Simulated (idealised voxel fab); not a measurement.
The following process module bears the name voxel wiring stack.
The width of the displayed cross-section, cut, is 240 nm; its cells are square, with a size of 5 nm.
Cross-section spec: square-cell grid; bands listed top down; each band is one or more rows.
Each band's line starts with the height of the band's top and of its bottom, in nm. Then come its materials from left to right, each with its width in nm. One material with "throughout" fills the band from edge to edge. "empty" is empty space.
Heads up on the height convention: 0 is the point under which the incoming wafer is all one material, and the lowest band has no bottom, it just keeps going down, like "0 nm and below".
It should be noted that a width expressed as "30->40" varies in equal increments from row to row of cells within the band, taking the value of the first number at the top row and that of the second number at the bottom row.
"identical to before" after a step means that no cell of the cross-section changed.
"Trapped voids" - sealed voids, min. 8 cells, no opening to top; format: width x height at distance (distance from left edge; nm throughout).
Read whatever lies past the settings on a step's line as the simulator's own remark about the step.
"overlay nm", when on a step's line for a step with a mask, measures how far to the right of its planned place the mask lay; a negative measure means to the left.

-- The following list gives the planned process steps
1) RECEIVE | material Si
2) CONFORMAL_DEP | material SiO2 | thk nm 15
3) DIRECTIONAL_DEP | material TiN | thk nm 5
4) DIRECTIONAL_DEP | material Ru | thk nm 15
5) PATTERN | tone cover | mask id METAL_1 | material resist | width nm 25 | pitch nm 55 | thk nm 15 | overlay nm 0
6) DIRECTIONAL_ETCH | etch materials Ru | depth nm 15
7) DIRECTIONAL_ETCH | etch materials TiN | depth nm 5
8) STRIP | etch materials resist
9) CONFORMAL_DEP | material SiCN | thk nm 5
10) FILL_DEP | material lowk | thk nm 5
11) CMP | height nm 35
12) CONFORMAL_DEP | material SiCN | thk nm 5
13) DIRECTIONAL_DEP | material SiO2 | thk nm 30
14) DIRECTIONAL_DEP | material aC | thk nm 10
15) PATTERN | tone open | mask id METAL_2_HOLES | material resist | width nm 15 | pitch nm 55 | thk nm 25 | overlay nm 0
16) DIRECTIONAL_ETCH | etch materials aC | depth nm 10
17) STRIP | etch materials resist
18) DIRECTIONAL_ETCH | etch materials SiO2 | depth nm 30
19) STRIP | etch materials aC
20) DIRECTIONAL_DEP | material aC | thk nm 15
21) PATTERN | tone open | mask id METAL_2 | material resist | width nm 25 | pitch nm 55 | thk nm 35 | overlay nm 0
22) DIRECTIONAL_ETCH | etch materials aC | depth nm 15
23) STRIP | etch materials resist
24) DIRECTIONAL_ETCH | etch materials SiO2 | depth nm 15
25) DIRECTIONAL_ETCH | etch materials SiCN | depth nm 5
26) STRIP | etch materials aC
27) CONFORMAL_DEP | material TiN | thk nm 5
28) FILL_DEP | material Ru | thk nm 5
29) CMP | height nm 70
30) CONFORMAL_DEP | material SiCN | thk nm 5

-- Here's what the wafer looked like in cross-section when it arrived - that's after step 1
  0 nm and below: Si throughout
  Trapped voids: none

-- End-of-module cross-section. Starting structure and process plan as above; one mistake made in running it
  75 nm to 70 nm: SiCN throughout
  70 nm to 60 nm: SiO2 50 / TiN 5 / Ru 15 / TiN 5 / SiO2 30 / TiN 5 / Ru 15 / TiN 5 / SiO2 30 / TiN 5 / Ru 15 / TiN 5 / SiO2 55
  60 nm to 55 nm: SiO2 50 / TiN 5 / Ru 5 / TiN 15 / SiO2 30 / TiN 5 / Ru 5 / TiN 15 / SiO2 30 / TiN 5 / Ru 5 / TiN 15 / SiO2 55
  55 nm to 40 nm: SiO2 50 / TiN 5 / Ru 5 / TiN 5 / SiO2 40 / TiN 5 / Ru 5 / TiN 5 / SiO2 40 / TiN 5 / Ru 5 / TiN 5 / SiO2 65
  40 nm to 35 nm: SiCN 50 / TiN 15 / SiCN 40 / TiN 15 / SiCN 40 / TiN 15 / SiCN 65
  35 nm to 25 nm: lowk 45 / SiCN 5 / Ru 25 / SiCN 5 / lowk 20 / SiCN 5 / Ru 25 / SiCN 5 / lowk 20 / SiCN 5 / Ru 25 / SiCN 5 / lowk 50
  25 nm to 20 nm: SiCN 50 / Ru 25 / SiCN 30 / Ru 25 / SiCN 30 / Ru 25 / SiCN 55
  20 nm to 5 nm: SiO2 throughout
  5 nm to 0 nm: TiN throughout
  0 nm and below: Si throughout
  Trapped voids: none
Nonconformance to the process plan: it was found that steps 2 and 3 of the process plan had been performed in exchanged positions
